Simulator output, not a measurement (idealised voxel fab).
process module | voxel double patterning
cross-section cut | 260 nm wide | cells 5 nm
A cross-section is a grid of square cells, given in bands from the top down. A band is one or more rows of cells.
Each band's line starts with the height of the band's top and of its bottom, in nm. Then come its materials from left to right, each with its width in nm. One material with "throughout" fills the band from edge to edge. "air" is empty space.
Height 0 is the level under which the wafer as received is all one material. The lowest band goes on downwards, as in "0 down".
A width such as "30 to 40" changes by the same amount from each row of cells to the next, from the band's top row to its bottom row.
"no change" after a step means that no cell of the cross-section changed.
closed voids: empty space of 8 cells or more with no open way to the top, each as width x height at its distance from the left edge, in nm
after a step's settings: what the simulator itself notes on the step
overlay nm, on a step with a mask: how far to the right of its planned place the mask lay; to the left if negative
plan
1 op RECEIVE | material Si
2 op CONFORMAL_DEP | material SiO2 | thk nm 5
3 op DIRECTIONAL_DEP | material polySi | thk nm 20
4 op DIRECTIONAL_DEP | material SiN | thk nm 5
5 op PATTERN | tone open | mask id FIRST | material resist | width nm 15 | pitch nm 50 | thk nm 20 | overlay nm 0
6 op DIRECTIONAL_ETCH | etch materials SiN | depth nm 5
7 op STRIP | etch materials resist
8 op MASKED_ETCH | tone open | mask id SECOND | width nm 15 | pitch nm 50 | etch materials SiN | depth nm 5 | overlay nm 0
9 op DIRECTIONAL_ETCH | etch materials polySi | depth nm 20
10 op STRIP | etch materials SiN
first wafer, as planned
as received, after step 1
  0 down: Si throughout
  closed voids: none
after step 2
  5 to 0: SiO2 throughout
  below 0: unchanged
after step 3
  25 to 5: polySi throughout
  below 5: unchanged
after step 4
  30 to 25: SiN throughout
  below 25: unchanged
after step 5
  50 to 30: resist 70 | air 15 | resist 35 | air 15 | resist 35 | air 15 | resist 75
  below 30: unchanged
after step 6
  50 to 30: resist 70 | air 15 | resist 35 | air 15 | resist 35 | air 15 | resist 75
  30 to 25: SiN 70 | air 15 | SiN 35 | air 15 | SiN 35 | air 15 | SiN 75
  below 25: unchanged
after step 7
  30 to 25: SiN 70 | air 15 | SiN 35 | air 15 | SiN 35 | air 15 | SiN 75
  below 25: unchanged
after step 8
  30 to 25: SiN 70 | air 15 | SiN 10 | air 15 | SiN 10 | air 15 | SiN 10 | air 15 | SiN 10 | air 15 | SiN 75
  below 25: unchanged
after step 9
  30 to 25: SiN 70 | air 15 | SiN 10 | air 15 | SiN 10 | air 15 | SiN 10 | air 15 | SiN 10 | air 15 | SiN 75
  25 to 5: polySi 70 | air 15 | polySi 10 | air 15 | polySi 10 | air 15 | polySi 10 | air 15 | polySi 10 | air 15 | polySi 75
  below 5: unchanged
after step 10
  25 to 5: polySi 70 | air 15 | polySi 10 | air 15 | polySi 10 | air 15 | polySi 10 | air 15 | polySi 10 | air 15 | polySi 75
  below 5: unchanged
second wafer: like start, like plan, one mistake. Through step 1 it matches the first wafer
when step 2 should have ended: no change
when step 3 should have ended
  20 to 0: polySi throughout
  below 0: unchanged
when step 4 should have ended
  25 to 20: SiN throughout
  below 20: unchanged
when step 5 should have ended
  45 to 25: resist 70 | air 15 | resist 35 | air 15 | resist 35 | air 15 | resist 75
  below 25: unchanged
when step 6 should have ended
  45 to 25: resist 70 | air 15 | resist 35 | air 15 | resist 35 | air 15 | resist 75
  25 to 20: SiN 70 | air 15 | SiN 35 | air 15 | SiN 35 | air 15 | SiN 75
  below 20: unchanged
when step 7 should have ended
  25 to 20: SiN 70 | air 15 | SiN 35 | air 15 | SiN 35 | air 15 | SiN 75
  below 20: unchanged
when step 8 should have ended
  25 to 20: SiN 70 | air 15 | SiN 10 | air 15 | SiN 10 | air 15 | SiN 10 | air 15 | SiN 10 | air 15 | SiN 75
  below 20: unchanged
when step 9 should have ended
  25 to 20: SiN 70 | air 15 | SiN 10 | air 15 | SiN 10 | air 15 | SiN 10 | air 15 | SiN 10 | air 15 | SiN 75
  20 to 0: polySi 70 | air 15 | polySi 10 | air 15 | polySi 10 | air 15 | polySi 10 | air 15 | polySi 10 | air 15 | polySi 75
  below 0: unchanged
when step 10 should have ended
  20 to 0: polySi 70 | air 15 | polySi 10 | air 15 | polySi 10 | air 15 | polySi 10 | air 15 | polySi 10 | air 15 | polySi 75
  below 0: unchanged
what went wrong: step 2 was left out
at the end the second wafer has, in cells: 52 fewer of SiO2
